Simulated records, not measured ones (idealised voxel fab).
Process module heading - voxel ribs on slabs
Shown is cross-section cut, with a width of 155 nm and square cells of size 5 nm.
A cross-section in this document is a grid of square cells, and it is written down as bands, the top band listed before the ones below it; a band is made up of one or more rows of cells.
Heads up on the band format: heights come first, top then bottom, in nm. After that it's the materials left to right, each with its width in nm. A single material flagged "throughout" fills the whole band edge to edge, and "empty" means there's empty space there.
All heights in this document are referenced to 0, defined as the level beneath which the wafer, as received, consists entirely of one material. The lowest band is not bounded below; it extends indefinitely downward and is written in the form "top 0, no bottom".
The expression "30->40" gives the width at the extremes of the band, the first number at its top row of cells and the second at its bottom row, with the width changing by equal amounts from each row to the next in between.
No cell of the cross-section changed in a step that is given as "nothing got changed".
Listed in "Trapped void list": every empty space of 8 or more cells without an open way to the top. Form: width x height at distance, the distance being from the left edge, all in nm.
On each step's line, the part that comes after the settings is the simulator's own comment on the step.
Regarding "overlay nm": on a step with a mask, it is the distance the mask lay to the right of its planned place; a negative value places it to the left.

The planned process steps are enumerated hereunder
- 1: RECEIVE, material Si
- 2: DIRECTIONAL_DEP, material SiO2, thk nm 20
- 3: DIRECTIONAL_DEP, material SiN, thk nm 20
- 4: MASKED_ETCH, tone cover, mask id RIB, width nm 20, etch materials SiN, depth nm 15, overlay nm 0
- 5: MASKED_ETCH, tone cover, mask id SLAB, width nm 50, etch materials SiN, depth nm 5, overlay nm 0
- 6: FILL_DEP, material SiO2, thk nm 25
- 7: CMP, height nm 65
- 8: DIRECTIONAL_DEP, material TiN, thk nm 10
- 9: PATTERN, tone cover, mask id HEATER, material resist, width nm 30, thk nm 20, overlay nm 0
- 10: DIRECTIONAL_ETCH, etch materials TiN, depth nm 10
- 11: STRIP, etch materials resist
- 12: CONFORMAL_DEP, material SiO2, thk nm 10
Heads up: all these wafers start the same, and what changes between them is the thk nm in step 2. The value you see in the plan is just what the first wafer got.

The first of several wafers, as received after step 1, seen in section
	top 0, no bottom  Si throughout
	Trapped void list: none

The table below has one row for each wafer; a row shows, as of the end of the module, how many cells of each material the wafer has gained, marked (+), or lost, marked (-), since it was received, and then the wafer's closed voids
thk nm 20, +22 SiN, +451 SiO2, +12 TiN, Trapped void list: none
thk nm 25, +22 SiN, +451 SiO2, +12 TiN, Trapped void list: none
thk nm 30, +22 SiN, +451 SiO2, +12 TiN, Trapped void list: none
thk nm 35, +22 SiN, +451 SiO2, +12 TiN, Trapped void list: none
thk nm 40, +22 SiN, +451 SiO2, +12 TiN, Trapped void list: none
thk nm 45, +22 SiN, +451 SiO2, +12 TiN, Trapped void list: none
